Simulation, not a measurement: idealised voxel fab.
Process module, titled voxel tone inversion
It is cross-section cut that appears here, measuring 210 nm in width, its square cells being 5 nm in size.
A cross-section is written here as square cells arranged in a grid, and it is given in bands from the top down, each band taking up one or more rows of cells. Basically the band line says how high the top is and how high the bottom is, in nm, and then what's in it from left to right, every material with its width in nm. Empty space shows up as "air", and if a single material carries "throughout" it runs the full band edge to edge. Height datum 0, below which the as-received substrate wafer is one material. Lowest band open at the bottom, running downward: "z 0 and below". You'd read "30..40" like this: the band's top row of cells is as wide as the first number, its bottom row is as wide as the second, and going down, every row changes width by the same amount as the row before did. Step marked "remains unaltered"? Then no cell in the cross-section changed in it. Enclosed voids (no open way to top), threshold 8 cells or more, entry "Completely sealed voids", notation width x height at distance, distance from left edge, nm. Text after the settings on a step's line: the simulator's own remark on that step. A step's line can hold "overlay nm"; with a mask on that step, the setting says how far right of the planned place the mask lay, while a negative setting says it lay to the left.
# The following list gives the planned process steps
1: RECEIVE (material Si)
2: CONFORMAL_DEP (material SiCN; thk nm 10)
3: DIRECTIONAL_DEP (material aC; thk nm 15)
4: PATTERN (tone cover; mask id POSTS; material resist; width nm 15; pitch nm 30; thk nm 25; overlay nm 0)
5: DIRECTIONAL_ETCH (etch materials aC; depth nm 15)
6: STRIP (etch materials resist)
7: FILL_DEP (material lowk; thk nm 10)
8: CMP (height nm 25)
9: STRIP (etch materials aC)
# Cross-section of the wafer as it came to us, i.e., already through step 1
- z 0 and below | Si throughout
- Completely sealed voids: none
# Wafer cross-section at end of module: start and plan as shown above, one execution error
- z 25 to 10 | lowk=70, then air=15, then lowk=15, then air=15, then lowk=95
- z 10 to 0 | SiCN throughout
- z 0 and below | Si throughout
- Completely sealed voids: none
In executing the process, a mistake was made relative to the plan: in deviation from the planned setting, step 4 was conducted as PATTERN (tone cover; mask id POSTS; material resist; width nm 15; pitch nm 30; thk nm 25; overlay nm -10)
